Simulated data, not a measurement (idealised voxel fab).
process module | voxel released beams
cross-section cut | 195 nm wide | cells 5 nm
A cross-section is a grid of square cells, given in bands from the top down. A band is one or more rows of cells.
Each band's line starts with the height of the band's top and of its bottom, in nm. Then come its materials from left to right, each with its width in nm. One material with "throughout" fills the band from edge to edge. "air" is empty space.
Height 0 is the level under which the wafer as received is all one material. The lowest band goes on downwards, as in "0 down".
A width such as "30 to 40" changes by the same amount from each row of cells to the next, from the band's top row to its bottom row.
"no change" after a step means that no cell of the cross-section changed.
closed voids: empty space of 8 cells or more with no open way to the top, each as width x height at its distance from the left edge, in nm
after a step's settings: what the simulator itself notes on the step
overlay nm, on a step with a mask: how far to the right of its planned place the mask lay; to the left if negative
plan
1 op RECEIVE | material Si
2 op CONFORMAL_DEP | material Al2O3 | thk nm 10
3 op DIRECTIONAL_DEP | material SiO2 | thk nm 15
4 op DIRECTIONAL_DEP | material aC | thk nm 10
5 op PATTERN | tone open | mask id ANCHOR | material resist | width nm 40 | thk nm 30 | overlay nm 0
6 op DIRECTIONAL_ETCH | etch materials aC | depth nm 10
7 op STRIP | etch materials resist
8 op DIRECTIONAL_ETCH | etch materials SiO2 | depth nm 15
9 op STRIP | etch materials aC
10 op CONFORMAL_DEP | material SiN | thk nm 15
11 op MASKED_ETCH | tone cover | mask id BEAM | width nm 85 | etch materials SiN | depth nm 15 | overlay nm 0
12 op STRIP | etch materials SiO2
as received, after step 1
  0 down: Si throughout
  closed voids: none
a wafer at the end: this start, this plan, one mistake
  30 to 15: air 50 | SiN 20 | air 10 | SiN 55 | air 60
  15 to 0: air 55 | SiN 40 | air 100
  0 down: Si throughout
  closed voids: none
what went wrong: step 2 was left out
